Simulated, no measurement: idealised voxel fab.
The process module that follows is named voxel fin reveal.
It is cross-section cut that appears here, measuring 230 nm in width, its square cells being 5 nm in size.
Bands, listed from the top down, are how a cross-section gets written in this document; the cross-section itself is a grid of square cells, and a band is one or more rows of them.
For a band, the entry starts with two heights in nm, that of the top and then that of the bottom, and carries on with the band's materials in order from left to right, each alongside its width in nm; the word "everywhere" beside a single material means it fills the band edge to edge, and "blank" means empty space.
Heights are expressed relative to 0, this being the level below which the as-received wafer comprises one material exclusively. The lowest band is unbounded in the downward direction and is denoted as in "0 nm and below".
Read "30 to 40" as a graded width: first number on top, second number at the bottom, same change between each pair of neighbouring rows.
Where the words "no change" appear for a step, the cross-section shows no cell changed by that step; every cell remained as before.
"Enclosed empty spaces" means: voids of 8 cells or more that are shut off from the top with no open way through. Written width x height at distance, distance from the left edge, in nm.
What comes after the settings on a step's line is commentary from the simulator itself on that step.
A step's line can hold "overlay nm"; with a mask on that step, the setting says how far right of the planned place the mask lay, while a negative setting says it lay to the left.

**Process steps (planned)**
1. RECEIVE: material Si
2. CONFORMAL_DEP: material SiN, thk nm 5
3. DIRECTIONAL_DEP: material aC, thk nm 10
4. PATTERN: tone cover, mask id FINS, material resist, width nm 15, pitch nm 40, thk nm 25, overlay nm 0
5. DIRECTIONAL_ETCH: etch materials aC, depth nm 10
6. STRIP: etch materials resist
7. DIRECTIONAL_ETCH: etch materials SiN, depth nm 5
8. DIRECTIONAL_ETCH: etch materials Si, depth nm 30
9. STRIP: etch materials aC
10. OXIDIZE: depth nm 5
11. FILL_DEP: material SiO2, thk nm 10
12. CMP: height nm 5
13. SELECTIVE_ETCH: etch materials SiO2, depth nm 15
14. STRIP: etch materials SiN
15. CONFORMAL_DEP: material HfO2, thk nm 5
The plan shows the thk nm of step 2 as the first wafer had it; this setting differs between the wafers, which start out alike.

**Cross-section of the first incoming wafer of several, state after step 1**
* 0 nm and below  Si everywhere
* Enclosed empty spaces: none

**Per-wafer rows below. For each material: cells gained (+) or lost (-) since the wafer was received, as of end of module. Then: closed voids**
thk nm 5, +54 HfO2, -308 Si, +220 SiO2, Enclosed empty spaces: none
thk nm 10, +46 HfO2, Enclosed empty spaces: none
thk nm 15, +46 HfO2, Enclosed empty spaces: none
thk nm 20, +46 HfO2, Enclosed empty spaces: none
